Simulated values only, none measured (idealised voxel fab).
Process module in this document: voxel self aligned vias
Xsec cut, 150 nm wide, square cell size 5 nm.
How to read a cross-section here: the picture is a grid of square cells, written as bands going from the top down, and any band can span one or more rows of cells. Band: top height; bottom height; in nm. Then, left to right: material with width in nm, for each material. "everywhere": a single material spanning edge to edge. "blank": empty space. Heights are measured from 0, the level below which the as-received wafer is all one material; the lowest band has no bottom and continues downward, written as in "z 0 and below". So if you see something like "30->40" for the width, read it as the top row of the band sitting at the first number and the bottom row at the second, with every row in between moving by the same amount as the last. Any step labelled "nothing different" changed none of the cells in the cross-section. The list in "Closed internal voids" covers empty spaces of 8 cells or more that cannot reach the top through any open way, and it gives each as width x height at distance; the distance is from the left edge, and width, height and distance are in nm. Text after the settings on a step's line: the simulator's own remark on that step. On any step carrying a mask, the "overlay nm" setting, if present on the step's line, tells how far right of its planned place the mask lay; negative values point to the left.
plan:
step 1: RECEIVE (material Si)
step 2: CONFORMAL_DEP (material SiO2; thk nm 10)
step 3: CONFORMAL_DEP (material SiCN; thk nm 5)
step 4: DIRECTIONAL_DEP (material SiO2; thk nm 30)
step 5: MASKED_ETCH (tone open; mask id LINES; width nm 30; pitch nm 55; etch materials SiO2; depth nm 30; overlay nm 0)
step 6: CONFORMAL_DEP (material TiN; thk nm 5)
step 7: FILL_DEP (material Ru; thk nm 5)
step 8: CMP (height nm 45)
step 9: SELECTIVE_ETCH (etch materials W Ru TiN; depth nm 10)
step 10: FILL_DEP (material SiN; thk nm 10)
step 11: CMP (height nm 45)
step 12: DIRECTIONAL_DEP (material SiO2; thk nm 15)
step 13: PATTERN (tone open; mask id VIAS; material resist; width nm 40; thk nm 20; overlay nm 0)
step 14: DIRECTIONAL_ETCH (etch materials SiO2; depth nm 15)
step 15: DIRECTIONAL_ETCH (etch materials SiN; depth nm 10)
step 16: STRIP (etch materials resist)
step 17: CONFORMAL_DEP (material TiN; thk nm 5)
step 18: FILL_DEP (material Cu; thk nm 5)
step 19: CMP (height nm 60)
step 20: CONFORMAL_DEP (material SiCN; thk nm 5)
First wafer, two in total, run as planned:
Incoming wafer, cross-sectional view, post step 1:
- z 0 and below  Si everywhere
- Closed internal voids: none
The wafer, seen in cross-section, after step 2:
- z 10 to 0  SiO2 everywhere
- Everything under 0 stays put, no change at all.
The wafer, seen in cross-section, after step 3:
- z 15 to 10  SiCN everywhere
- Everything under 10 stays put, no change at all.
The wafer, seen in cross-section, after step 4:
- z 45 to 15  SiO2 everywhere
- Everything under 15 stays put, no change at all.
The wafer, seen in cross-section, after step 5:
- z 45 to 15  30 SiO2 / 30 blank / 25 SiO2 / 30 blank / 35 SiO2
- Everything under 15 stays put, no change at all.
The wafer, seen in cross-section, after step 6:
- z 50 to 45  35 TiN / 20 blank / 35 TiN / 20 blank / 40 TiN
- z 45 to 20  30 SiO2 / 5 TiN / 20 blank / 5 TiN / 25 SiO2 / 5 TiN / 20 blank / 5 TiN / 35 SiO2
- z 20 to 15  30 SiO2 / 30 TiN / 25 SiO2 / 30 TiN / 35 SiO2
- Everything under 15 stays put, no change at all.
The wafer, seen in cross-section, after step 7:
- z 55 to 50  Ru everywhere
- z 50 to 45  35 TiN / 20 Ru / 35 TiN / 20 Ru / 40 TiN
- z 45 to 20  30 SiO2 / 5 TiN / 20 Ru / 5 TiN / 25 SiO2 / 5 TiN / 20 Ru / 5 TiN / 35 SiO2
- Everything under 20 stays put, no change at all.
The wafer, seen in cross-section, after step 8:
- z 45 to 20  30 SiO2 / 5 TiN / 20 Ru / 5 TiN / 25 SiO2 / 5 TiN / 20 Ru / 5 TiN / 35 SiO2
- Everything under 20 stays put, no change at all.
The wafer, seen in cross-section, after step 9:
- z 45 to 35  30 SiO2 / 30 blank / 25 SiO2 / 30 blank / 35 SiO2
- Everything under 35 stays put, no change at all.
The wafer, seen in cross-section, after step 10:
- z 55 to 45  SiN everywhere
- z 45 to 35  30 SiO2 / 30 SiN / 25 SiO2 / 30 SiN / 35 SiO2
- Everything under 35 stays put, no change at all.
The wafer, seen in cross-section, after step 11:
- z 45 to 35  30 SiO2 / 30 SiN / 25 SiO2 / 30 SiN / 35 SiO2
- Everything under 35 stays put, no change at all.
The wafer, seen in cross-section, after step 12:
- z 60 to 45  SiO2 everywhere
- Everything under 45 stays put, no change at all.
The wafer, seen in cross-section, after step 13:
- z 80 to 60  25 resist / 40 blank / 85 resist
- Everything under 60 stays put, no change at all.
The wafer, seen in cross-section, after step 14:
- z 80 to 60  25 resist / 40 blank / 85 resist
- z 60 to 45  25 SiO2 / 40 blank / 85 SiO2
- Everything under 45 stays put, no change at all.
The wafer, seen in cross-section, after step 15:
- z 80 to 60  25 resist / 40 blank / 85 resist
- z 60 to 45  25 SiO2 / 40 blank / 85 SiO2
- z 45 to 35  30 SiO2 / 30 blank / 25 SiO2 / 30 SiN / 35 SiO2
- Everything under 35 stays put, no change at all.
The wafer, seen in cross-section, after step 16:
- z 60 to 45  25 SiO2 / 40 blank / 85 SiO2
- Everything under 45 stays put, no change at all.
The wafer, seen in cross-section, after step 17:
- z 65 to 60  30 TiN / 30 blank / 90 TiN
- z 60 to 50  25 SiO2 / 5 TiN / 30 blank / 5 TiN / 85 SiO2
- z 50 to 45  25 SiO2 / 10 TiN / 20 blank / 10 TiN / 85 SiO2
- z 45 to 40  30 SiO2 / 5 TiN / 20 blank / 5 TiN / 25 SiO2 / 30 SiN / 35 SiO2
- z 40 to 35  30 SiO2 / 30 TiN / 25 SiO2 / 30 SiN / 35 SiO2
- Everything under 35 stays put, no change at all.
The wafer, seen in cross-section, after step 18:
- z 70 to 65  Cu everywhere
- z 65 to 60  30 TiN / 30 Cu / 90 TiN
- z 60 to 50  25 SiO2 / 5 TiN / 30 Cu / 5 TiN / 85 SiO2
- z 50 to 45  25 SiO2 / 10 TiN / 20 Cu / 10 TiN / 85 SiO2
- z 45 to 40  30 SiO2 / 5 TiN / 20 Cu / 5 TiN / 25 SiO2 / 30 SiN / 35 SiO2
- Everything under 40 stays put, no change at all.
The wafer, seen in cross-section, after step 19:
- z 60 to 50  25 SiO2 / 5 TiN / 30 Cu / 5 TiN / 85 SiO2
- Everything under 50 stays put, no change at all.
The wafer, seen in cross-section, after step 20:
- z 65 to 60  SiCN everywhere
- Everything under 60 stays put, no change at all.
Second wafer - shared start and plan with the first - one error in running - same as the first up to step 1 inclusive:
Cross-sectional view of the second wafer at the intended end time of process step 2:
- z 10 to 0  W everywhere
- Everything under 0 stays put, no change at all.
Cross-sectional view of the second wafer at the intended end time of process step 3:
- z 15 to 10  SiCN everywhere
- Everything under 10 stays put, no change at all.
Cross-sectional view of the second wafer at the intended end time of process step 4:
- z 45 to 15  SiO2 everywhere
- Everything under 15 stays put, no change at all.
Cross-sectional view of the second wafer at the intended end time of process step 5:
- z 45 to 15  30 SiO2 / 30 blank / 25 SiO2 / 30 blank / 35 SiO2
- Everything under 15 stays put, no change at all.
Cross-sectional view of the second wafer at the intended end time of process step 6:
- z 50 to 45  35 TiN / 20 blank / 35 TiN / 20 blank / 40 TiN
- z 45 to 20  30 SiO2 / 5 TiN / 20 blank / 5 TiN / 25 SiO2 / 5 TiN / 20 blank / 5 TiN / 35 SiO2
- z 20 to 15  30 SiO2 / 30 TiN / 25 SiO2 / 30 TiN / 35 SiO2
- Everything under 15 stays put, no change at all.
Cross-sectional view of the second wafer at the intended end time of process step 7:
- z 55 to 50  Ru everywhere
- z 50 to 45  35 TiN / 20 Ru / 35 TiN / 20 Ru / 40 TiN
- z 45 to 20  30 SiO2 / 5 TiN / 20 Ru / 5 TiN / 25 SiO2 / 5 TiN / 20 Ru / 5 TiN / 35 SiO2
- Everything under 20 stays put, no change at all.
Cross-sectional view of the second wafer at the intended end time of process step 8:
- z 45 to 20  30 SiO2 / 5 TiN / 20 Ru / 5 TiN / 25 SiO2 / 5 TiN / 20 Ru / 5 TiN / 35 SiO2
- Everything under 20 stays put, no change at all.
Cross-sectional view of the second wafer at the intended end time of process step 9:
- z 45 to 35  30 SiO2 / 30 blank / 25 SiO2 / 30 blank / 35 SiO2
- Everything under 35 stays put, no change at all.
Cross-sectional view of the second wafer at the intended end time of process step 10:
- z 55 to 45  SiN everywhere
- z 45 to 35  30 SiO2 / 30 SiN / 25 SiO2 / 30 SiN / 35 SiO2
- Everything under 35 stays put, no change at all.
Cross-sectional view of the second wafer at the intended end time of process step 11:
- z 45 to 35  30 SiO2 / 30 SiN / 25 SiO2 / 30 SiN / 35 SiO2
- Everything under 35 stays put, no change at all.
Cross-sectional view of the second wafer at the intended end time of process step 12:
- z 60 to 45  SiO2 everywhere
- Everything under 45 stays put, no change at all.
Cross-sectional view of the second wafer at the intended end time of process step 13:
- z 80 to 60  25 resist / 40 blank / 85 resist
- Everything under 60 stays put, no change at all.
Cross-sectional view of the second wafer at the intended end time of process step 14:
- z 80 to 60  25 resist / 40 blank / 85 resist
- z 60 to 45  25 SiO2 / 40 blank / 85 SiO2
- Everything under 45 stays put, no change at all.
Cross-sectional view of the second wafer at the intended end time of process step 15:
- z 80 to 60  25 resist / 40 blank / 85 resist
- z 60 to 45  25 SiO2 / 40 blank / 85 SiO2
- z 45 to 35  30 SiO2 / 30 blank / 25 SiO2 / 30 SiN / 35 SiO2
- Everything under 35 stays put, no change at all.
Cross-sectional view of the second wafer at the intended end time of process step 16:
- z 60 to 45  25 SiO2 / 40 blank / 85 SiO2
- Everything under 45 stays put, no change at all.
Cross-sectional view of the second wafer at the intended end time of process step 17:
- z 65 to 60  30 TiN / 30 blank / 90 TiN
- z 60 to 50  25 SiO2 / 5 TiN / 30 blank / 5 TiN / 85 SiO2
- z 50 to 45  25 SiO2 / 10 TiN / 20 blank / 10 TiN / 85 SiO2
- z 45 to 40  30 SiO2 / 5 TiN / 20 blank / 5 TiN / 25 SiO2 / 30 SiN / 35 SiO2
- z 40 to 35  30 SiO2 / 30 TiN / 25 SiO2 / 30 SiN / 35 SiO2
- Everything under 35 stays put, no change at all.
Cross-sectional view of the second wafer at the intended end time of process step 18:
- z 70 to 65  Cu everywhere
- z 65 to 60  30 TiN / 30 Cu / 90 TiN
- z 60 to 50  25 SiO2 / 5 TiN / 30 Cu / 5 TiN / 85 SiO2
- z 50 to 45  25 SiO2 / 10 TiN / 20 Cu / 10 TiN / 85 SiO2
- z 45 to 40  30 SiO2 / 5 TiN / 20 Cu / 5 TiN / 25 SiO2 / 30 SiN / 35 SiO2
- Everything under 40 stays put, no change at all.
Cross-sectional view of the second wafer at the intended end time of process step 19:
- z 60 to 50  25 SiO2 / 5 TiN / 30 Cu / 5 TiN / 85 SiO2
- Everything under 50 stays put, no change at all.
Cross-sectional view of the second wafer at the intended end time of process step 20:
- z 65 to 60  SiCN everywhere
- Everything under 60 stays put, no change at all.
The mistake made against the process plan was this: step 2 did not happen as planned, as run it was CONFORMAL_DEP (material W; thk nm 10)
Final difference in cells, second wafer against first, listed per material as more or fewer: -60 SiO2 | +60 W
